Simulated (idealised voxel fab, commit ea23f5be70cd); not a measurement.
Process module name: voxel transistor to metal
Section shown: cut. Width: 170 nm. Cell size: 5 nm, square.
Square cells in a grid make up a cross-section in this document, and the grid is given as bands, listed from the top down, each one or more rows of cells.
The entry gives the band's vertical extent as a top height and a bottom height in nm, then its horizontal make-up as materials from left to right, each with a width in nm. "air" stands for empty space; a single material marked "all across" fills the band edge to edge.
A quick word on heights: they are counted from 0, and under that level the wafer as it came to us is one material throughout. The lowest band is different from the rest in having no bottom; it simply continues downward, written as in "0 down".
Think of "30->40" as a width that walks from the first number to the second as you go down the band, top row to bottom row, taking equal-sized steps from row to row.
When a step is marked "stayed the same", none of the cells in the cross-section changed during that step.
Entry "Fully sealed cavities" = empty spaces >= 8 cells with no open way to the top; each as width x height at distance, distance from left edge, all nm.
Note: text after step settings on the step line = simulator remark on that step.
"overlay nm" denotes, for a step that has a mask, the displacement of the mask to the right of its planned place, with negative values corresponding to the left.

[So here's the lineup of process steps we planned]
1. op RECEIVE | material Si
2. op OXIDIZE | depth nm 5
3. op CONFORMAL_DEP | material SiN | thk nm 10
4. op DIRECTIONAL_DEP | material aC | thk nm 10
5. op PATTERN | tone cover | mask id ACTIVE | material resist | width nm 105 | thk nm 25 | overlay nm 0
6. op DIRECTIONAL_ETCH | etch materials aC | depth nm 10
7. op STRIP | etch materials resist
8. op DIRECTIONAL_ETCH | etch materials SiN | depth nm 10
9. op DIRECTIONAL_ETCH | etch materials SiO2 | depth nm 5
10. op DIRECTIONAL_ETCH | etch materials Si | depth nm 20
11. op STRIP | etch materials aC
12. op FILL_DEP | material SiO2 | thk nm 10
13. op CMP | height nm 10
14. op SELECTIVE_ETCH | etch materials SiO2 | depth nm 10
15. op STRIP | etch materials SiN
16. op SELECTIVE_ETCH | etch materials SiO2 | depth nm 5
17. op OXIDIZE | depth nm 5
18. op DIRECTIONAL_DEP | material polySi | thk nm 25
19. op DIRECTIONAL_DEP | material SiCN | thk nm 10
20. op MASKED_ETCH | tone cover | mask id GATE | width nm 15 | etch materials SiCN | depth nm 20 | overlay nm 0
21. op MASKED_ETCH | tone cover | mask id GATE | width nm 15 | etch materials polySi | depth nm 35 | overlay nm 0
22. op CONFORMAL_DEP | material SiN | thk nm 10
23. op DIRECTIONAL_ETCH | etch materials SiN | depth nm 10
24. op DIRECTIONAL_ETCH | etch materials SiO2 | depth nm 5
25. op DIRECTIONAL_ETCH | etch materials Si | depth nm 10
26. op EPI | material pSi | thk nm 10
27. op FILL_DEP | material SiO2 | thk nm 5
28. op CMP | height nm 30
29. op DIRECTIONAL_DEP | material SiO2 | thk nm 10
30. op MASKED_ETCH | tone open | mask id CONTACT | width nm 30 | pitch nm 55 | etch materials SiO2 | depth nm 50 | overlay nm 0
31. op CONFORMAL_DEP | material TiN | thk nm 5
32. op FILL_DEP | material Ru | thk nm 5
33. op CMP | height nm 40
34. op DIRECTIONAL_DEP | material TiN | thk nm 5
35. op DIRECTIONAL_DEP | material W | thk nm 15
36. op MASKED_ETCH | tone cover | mask id METAL_1 | width nm 20 | pitch nm 65 | etch materials W | depth nm 15 | overlay nm 0
37. op MASKED_ETCH | tone cover | mask id METAL_1 | width nm 20 | pitch nm 65 | etch materials TiN | depth nm 5 | overlay nm 0
38. op FILL_DEP | material SiO2 | thk nm 10
39. op CMP | height nm 60
40. op CONFORMAL_DEP | material SiCN | thk nm 5
Across this set of wafers, the varied parameter is the width nm of step 21. Starting conditions are identical for every wafer, and the plan reports the value assigned to the first wafer.

[First wafer of several, as received: cross-section after step 1]
0 down: Si all across
Fully sealed cavities: none

[First wafer of several, cross-section, module end, after step 40 (last)]
65 to 60: SiCN all across
60 to 45: 40 SiO2, then 20 W, then 45 SiO2, then 20 W, then 45 SiO2
45 to 40: 40 SiO2, then 20 TiN, then 45 SiO2, then 20 TiN, then 45 SiO2
40 to 30: 40 SiO2, then 5 TiN, then 20->15 Ru, then 5->10 TiN, then 25 SiO2, then 5->10 TiN, then 20->15 Ru, then 5 TiN, then 45 SiO2
30 to 20: 40 SiO2, then 5 TiN, then 15 Ru, then 5 TiN, then 10 SiN, then 15 SiCN, then 10 SiN, then 5 TiN, then 15 Ru, then 5 TiN, then 45 SiO2
20 to 5: 40 SiO2, then 5 TiN, then 15 Ru, then 5 TiN, then 10 SiN, then 15 polySi, then 10 SiN, then 5 TiN, then 15 Ru, then 5 TiN, then 45 SiO2
5 to 0: 40 SiO2, then 5 TiN, then 5 Ru, then 15 TiN, then 10 SiN, then 15 polySi, then 10 SiN, then 15 TiN, then 5 Ru, then 5 TiN, then 45 SiO2
0 to -5: 40 SiO2, then 5 TiN, then 5 Ru, then 5 TiN, then 10 pSi, then 10 SiN, then 15 polySi, then 10 SiN, then 10 pSi, then 5 TiN, then 5 Ru, then 5 TiN, then 45 SiO2
-5 to -10: 40 SiO2, then 15 TiN, then 10 pSi, then 35 SiO2, then 10 pSi, then 15 TiN, then 45 SiO2
-10 to -20: 30 SiO2, then 35 pSi, then 35 Si, then 35 pSi, then 35 SiO2
-20 to -25: 30 SiO2, then 105 Si, then 35 SiO2
-25 down: Si all across
Fully sealed cavities: none

[So this is the cross-section on the last wafer at the end of the module]
65 to 60: SiCN all across
60 to 45: 40 SiO2, then 20 W, then 45 SiO2, then 20 W, then 45 SiO2
45 to 40: 40 SiO2, then 20 TiN, then 45 SiO2, then 20 TiN, then 45 SiO2
40 to 30: 40 SiO2, then 5 TiN, then 20->15 Ru, then 5->10 TiN, then 25 SiO2, then 5->10 TiN, then 20->15 Ru, then 5 TiN, then 45 SiO2
30 to 20: 40 SiO2, then 5 TiN, then 15->10 Ru, then 5->10 TiN, then 10 SiN, then 15 SiCN, then 10 SiN, then 5->15 TiN, then 15->5 Ru, then 5 TiN, then 45 SiO2
20 to 5: 40 SiO2, then 5 TiN, then 10 Ru, then 5 TiN, then 10 SiN, then 30 polySi, then 10 SiN, then 5 TiN, then 5 Ru, then 5 TiN, then 45 SiO2
5 to 0: 40 SiO2, then 20 TiN, then 10 SiN, then 30 polySi, then 10 SiN, then 15 TiN, then 45 SiO2
0 to -5: 40 SiO2, then 10 TiN, then 10 pSi, then 10 SiN, then 30 polySi, then 10 SiN, then 10 pSi, then 5 TiN, then 45 SiO2
-5 to -10: 40 SiO2, then 10 TiN, then 10 pSi, then 50 SiO2, then 10 pSi, then 5 TiN, then 45 SiO2
-10 to -20: 30 SiO2, then 30 pSi, then 50 Si, then 25 pSi, then 35 SiO2
-20 to -25: 30 SiO2, then 105 Si, then 35 SiO2
-25 down: Si all across
Fully sealed cavities: none

[Each row below is a wafer at the end of the module, listing for every material the number of cells it has gained (+) or lost (-) since it was received, followed by its closed voids]
width nm 15; +48 Ru; -135 Si; +40 SiCN; +28 SiN; +330 SiO2; +56 TiN; +24 W; +36 pSi; +15 polySi; Fully sealed cavities: none
width nm 20; +42 Ru; -133 Si; +40 SiCN; +28 SiN; +331 SiO2; +56 TiN; +24 W; +34 pSi; +20 polySi; Fully sealed cavities: none
width nm 25; +36 Ru; -131 Si; +40 SiCN; +28 SiN; +332 SiO2; +56 TiN; +24 W; +32 pSi; +25 polySi; Fully sealed cavities: none
width nm 30; +32 Ru; -129 Si; +40 SiCN; +28 SiN; +333 SiO2; +54 TiN; +24 W; +30 pSi; +30 polySi; Fully sealed cavities: none
